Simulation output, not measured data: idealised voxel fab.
Process module, titled voxel self aligned contacts
Cross-sectional view cut (width: 290 nm; square cell size: 5 nm).
Square cells in a grid make up a cross-section in this document, and the grid is given as bands, listed from the top down, each one or more rows of cells.
Band: top and bottom heights (nm) first, top before bottom; then materials from left to right, widths in nm. "throughout" marks a sole material filling the band edge to edge. "air" denotes empty space.
Note: height 0 marks the level under which the wafer is uniformly one material as received. Lowest band unbounded below, written "z 0 and below".
A two-number width, for instance "30->40", indicates that the width is equal to the first number in the top row of the band and to the second number in the bottom row, and that it changes by a constant amount per row of cells.
When a step is marked "same as before", none of the cells in the cross-section changed during that step.
Enclosed voids (no open way to top), threshold 8 cells or more, entry "Sealed voids", notation width x height at distance, distance from left edge, nm.
If you see something after the settings on a step's line, that's the simulator's own remark about that step.
Among the settings permitted on a step's line is "overlay nm"; applied to a step with a mask, it specifies the extent to which the mask lay to the right of its planned position, whereas a negative figure signifies a position to the left.

[plan]
1,RECEIVE,material Si
2,CONFORMAL_DEP,material SiO2,thk nm 5
3,DIRECTIONAL_DEP,material polySi,thk nm 25
4,DIRECTIONAL_DEP,material SiN,thk nm 15
5,PATTERN,tone cover,mask id GATE,material resist,width nm 35,pitch nm 60,thk nm 15,overlay nm 0
6,DIRECTIONAL_ETCH,etch materials SiN,depth nm 15
7,DIRECTIONAL_ETCH,etch materials polySi,depth nm 25
8,STRIP,etch materials resist
9,CONFORMAL_DEP,material SiN,thk nm 5
10,DIRECTIONAL_ETCH,etch materials SiN,depth nm 5
11,FILL_DEP,material SiO2,thk nm 20
12,CMP,height nm 55
13,DIRECTIONAL_DEP,material aC,thk nm 15
14,PATTERN,tone open,mask id CONTACT,material resist,width nm 35,thk nm 35,overlay nm 0
15,DIRECTIONAL_ETCH,etch materials aC,depth nm 15
16,STRIP,etch materials resist
17,DIRECTIONAL_ETCH,etch materials SiO2,depth nm 55
18,STRIP,etch materials aC
19,CONFORMAL_DEP,material TiN,thk nm 5
20,FILL_DEP,material Ru,thk nm 10
21,CMP,height nm 55
22,CONFORMAL_DEP,material SiCN,thk nm 5

[As-received state of the wafer in cross-section, equivalent to post-step 1]
    z 0 and below  Si throughout
    Sealed voids: none

[First of two wafers: cross-section at end of module, run per plan]
    z 60 to 55  SiCN throughout
    z 55 to 45  SiO2 125  TiN 5->15  Ru 25->5  TiN 5->15  SiO2 130
    z 45 to 30  SiO2 90  SiN 45  TiN 5  Ru 5  TiN 5  SiN 45  SiO2 95
    z 30 to 5  SiO2 90  SiN 5  polySi 35  SiN 5  TiN 5  Ru 5  TiN 5  SiN 5  polySi 35  SiN 5  SiO2 95
    z 5 to 0  SiO2 135  TiN 15  SiO2 140
    z 0 and below  Si throughout
    Sealed voids: none

[This cross-section belongs to the second wafer of two at the end of the module; the start and the plan were shared with the first, and the run included one mistake]
    z 60 to 55  SiCN throughout
    z 55 to 45  SiO2 125  TiN 5->15  Ru 25->5  TiN 5->15  SiO2 130
    z 45 to 30  SiO2 90  SiN 45  TiN 5  Ru 5  TiN 5  SiN 45  SiO2 95
    z 30 to 15  SiO2 90  SiN 5  polySi 35  SiN 5  TiN 5  Ru 5  TiN 5  SiN 5  polySi 35  SiN 5  SiO2 95
    z 15 to 10  SiO2 90  SiN 5  polySi 35  SiN 5  TiN 15  SiN 5  polySi 35  SiN 5  SiO2 95
    z 10 to 5  SiN 95  polySi 35  SiN 25  polySi 35  SiN 100
    z 5 to 0  SiO2 throughout
    z 0 and below  Si throughout
    Sealed voids: none
Against the plan, the run slipped here: the intended sequence of steps 9 and 10 was reversed during processing, with each occupying the position of the other
Final comparison by cell count, materials where the second wafer has more or fewer than the first: Ru -2 | SiN +40 | SiO2 -34 | TiN -4
